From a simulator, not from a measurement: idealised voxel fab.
Process module, titled voxel gate over fins
Xsec cut, 255 nm wide, square cell size 5 nm.
Reading order for cross-sections: top band down to bottom band. Underlying form: a grid of square cells. Band size: one or more rows of cells.
Read a band's entry like this: the first values are the height of its top and the height of its bottom in nm, and what follows is the sequence of materials from left to right, each with its width in nm. Note that "air" is empty space, and that a single material marked "all across" reaches across the band from edge to edge.
Heads up on the height convention: 0 is the point under which the incoming wafer is all one material, and the lowest band has no bottom, it just keeps going down, like "0 down".
Quick explanation for "30 to 40": the width changes in equal steps down the rows of cells, from the first number in the band's top row to the second number in its bottom row.
No cell of the cross-section changed in a step that is given as "nothing altered".
"Closed void entries" contains a list of empty spaces, each no smaller than 8 cells and without an open way to the top, written in the form width x height at distance with the distance from the left edge and all three in nm.
Formally, on a step line, whatever follows the settings is a remark that the simulator itself makes on the step.
"overlay nm" on a masked step: distance the mask lay right of its planned place, negative for left.
-- List of planned process steps
step 1: RECEIVE,material Si
step 2: CONFORMAL_DEP,material SiN,thk nm 5
step 3: PATTERN,tone cover,mask id FINS,material resist,width nm 15,pitch nm 35,thk nm 20,overlay nm 0
step 4: DIRECTIONAL_ETCH,etch materials SiN,depth nm 5
step 5: DIRECTIONAL_ETCH,etch materials Si,depth nm 40
step 6: STRIP,etch materials resist
step 7: OXIDIZE,depth nm 5
step 8: FILL_DEP,material SiO2,thk nm 10
step 9: CMP,height nm 5
step 10: SELECTIVE_ETCH,etch materials SiO2,depth nm 15
step 11: STRIP,etch materials SiN
step 12: CONFORMAL_DEP,material HfO2,thk nm 5
step 13: CONFORMAL_DEP,material TiN,thk nm 5
step 14: CONFORMAL_DEP,material TiAl,thk nm 5
step 15: CONFORMAL_DEP,material TiN,thk nm 5
step 16: FILL_DEP,material W,thk nm 15
step 17: CMP,height nm 30
step 18: CONFORMAL_DEP,material SiCN,thk nm 10
-- Incoming wafer, cross-sectional view, post step 1
0 down | Si all across
Closed void entries: none
-- First of two wafers at the end of the module, shown in cross-section; run carried out as planned
40 to 30 | SiCN all across
30 to 20 | W all across
20 to 15 | W=50 / TiN=150 / W=55
15 to 10 | W=50 / TiN=5 / TiAl=140 / TiN=5 / W=55
10 to 5 | TiN=55 / TiAl=5 / TiN=25 / TiAl=10 / TiN=25 / TiAl=10 / TiN=25 / TiAl=10 / TiN=25 / TiAl=5 / TiN=60
5 to 0 | TiAl=60 / TiN=5 / HfO2=15 / TiN=5 / TiAl=10 / TiN=5 / HfO2=15 / TiN=5 / TiAl=10 / TiN=5 / HfO2=15 / TiN=5 / TiAl=10 / TiN=5 / HfO2=15 / TiN=5 / TiAl=65
0 to -5 | TiN=65 / HfO2=5 / Si=5 / HfO2=5 / TiN=20 / HfO2=5 / Si=5 / HfO2=5 / TiN=20 / HfO2=5 / Si=5 / HfO2=5 / TiN=20 / HfO2=5 / Si=5 / HfO2=5 / TiN=70
-5 to -10 | HfO2=70 / Si=5 / HfO2=30 / Si=5 / HfO2=30 / Si=5 / HfO2=30 / Si=5 / HfO2=75
-10 to -45 | SiO2=70 / Si=5 / SiO2=30 / Si=5 / SiO2=30 / Si=5 / SiO2=30 / Si=5 / SiO2=75
-45 down | Si all across
Closed void entries: none
-- Here's the second of our two wafers sectioned at module end. Same start as the first, same plan, but one mistake got made running it
40 to 30 | SiCN all across
30 to 20 | W all across
20 to 15 | W=50 / TiAl=150 / W=55
15 to 10 | W=50 / TiAl=5 / TiN=140 / TiAl=5 / W=55
10 to 5 | TiAl=55 / TiN=140 / TiAl=60
5 to 0 | TiN=65 / HfO2=15 / TiN=20 / HfO2=15 / TiN=20 / HfO2=15 / TiN=20 / HfO2=15 / TiN=70
0 to -5 | TiN=65 / HfO2=5 / Si=5 / HfO2=5 / TiN=20 / HfO2=5 / Si=5 / HfO2=5 / TiN=20 / HfO2=5 / Si=5 / HfO2=5 / TiN=20 / HfO2=5 / Si=5 / HfO2=5 / TiN=70
-5 to -10 | HfO2=70 / Si=5 / HfO2=30 / Si=5 / HfO2=30 / Si=5 / HfO2=30 / Si=5 / HfO2=75
-10 to -45 | SiO2=70 / Si=5 / SiO2=30 / Si=5 / SiO2=30 / Si=5 / SiO2=30 / Si=5 / SiO2=75
-45 down | Si all across
Closed void entries: none
Misprocessing identified: deviation from plan: step 15 and step 14 executed in one another's positions
Materials where the second wafer ends with more or fewer cells than the first: TiAl: 12 fewer | TiN: 12 more
